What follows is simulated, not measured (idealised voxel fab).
process module | voxel self aligned vias
cross-section cut | 185 nm wide | cells 5 nm
A cross-section is a grid of square cells, given in bands from the top down. A band is one or more rows of cells.
Each band's line starts with the height of the band's top and of its bottom, in nm. Then come its materials from left to right, each with its width in nm. One material with "throughout" fills the band from edge to edge. "air" is empty space.
Height 0 is the level under which the wafer as received is all one material. The lowest band goes on downwards, as in "0 down".
A width such as "30 to 40" changes by the same amount from each row of cells to the next, from the band's top row to its bottom row.
"no change" after a step means that no cell of the cross-section changed.
closed voids: empty space of 8 cells or more with no open way to the top, each as width x height at its distance from the left edge, in nm
after a step's settings: what the simulator itself notes on the step
overlay nm, on a step with a mask: how far to the right of its planned place the mask lay; to the left if negative
plan
1 op RECEIVE | material Si
2 op CONFORMAL_DEP | material SiO2 | thk nm 15
3 op CONFORMAL_DEP | material SiCN | thk nm 5
4 op DIRECTIONAL_DEP | material SiO2 | thk nm 30
5 op DIRECTIONAL_DEP | material aC | thk nm 15
6 op PATTERN | tone open | mask id LINES | material resist | width nm 30 | pitch nm 70 | thk nm 30 | overlay nm 0
7 op DIRECTIONAL_ETCH | etch materials aC | depth nm 15
8 op STRIP | etch materials resist
9 op DIRECTIONAL_ETCH | etch materials SiO2 | depth nm 30
10 op STRIP | etch materials aC
11 op CONFORMAL_DEP | material TiN | thk nm 5
12 op FILL_DEP | material W | thk nm 10
13 op CMP | height nm 50
14 op SELECTIVE_ETCH | etch materials W Ru TiN | depth nm 5
15 op FILL_DEP | material SiN | thk nm 5
16 op CMP | height nm 50
17 op DIRECTIONAL_DEP | material SiO2 | thk nm 15
18 op MASKED_ETCH | tone open | mask id VIAS | width nm 40 | pitch nm 70 | etch materials SiO2 | depth nm 15 | overlay nm 0
19 op MASKED_ETCH | tone open | mask id VIAS | width nm 40 | pitch nm 70 | etch materials SiN | depth nm 5 | overlay nm 0
20 op CONFORMAL_DEP | material TiN | thk nm 5
21 op FILL_DEP | material W | thk nm 5
22 op CMP | height nm 65
23 op CONFORMAL_DEP | material SiCN | thk nm 5
as received, after step 1
  0 down: Si throughout
  closed voids: none
a wafer at the end: this start, this plan, one mistake
  70 to 65: SiCN throughout
  65 to 50: SiO2 40 | TiN 5 | W 20 | TiN 5 | SiO2 40 | TiN 5 | W 20 | TiN 5 | SiO2 45
  50 to 45: SiO2 40 | TiN 30 | SiO2 40 | TiN 30 | SiO2 45
  45 to 25: SiO2 40 | TiN 5 | W 20 | TiN 5 | SiO2 40 | TiN 5 | W 20 | TiN 5 | SiO2 45
  25 to 20: SiO2 40 | TiN 30 | SiO2 40 | TiN 30 | SiO2 45
  20 to 15: SiCN throughout
  15 to 0: SiO2 throughout
  0 down: Si throughout
  closed voids: none
what went wrong: step 18 ran as: op MASKED_ETCH | tone open | mask id VIAS | width nm 30 | pitch nm 70 | etch materials SiO2 | depth nm 15 | overlay nm 0
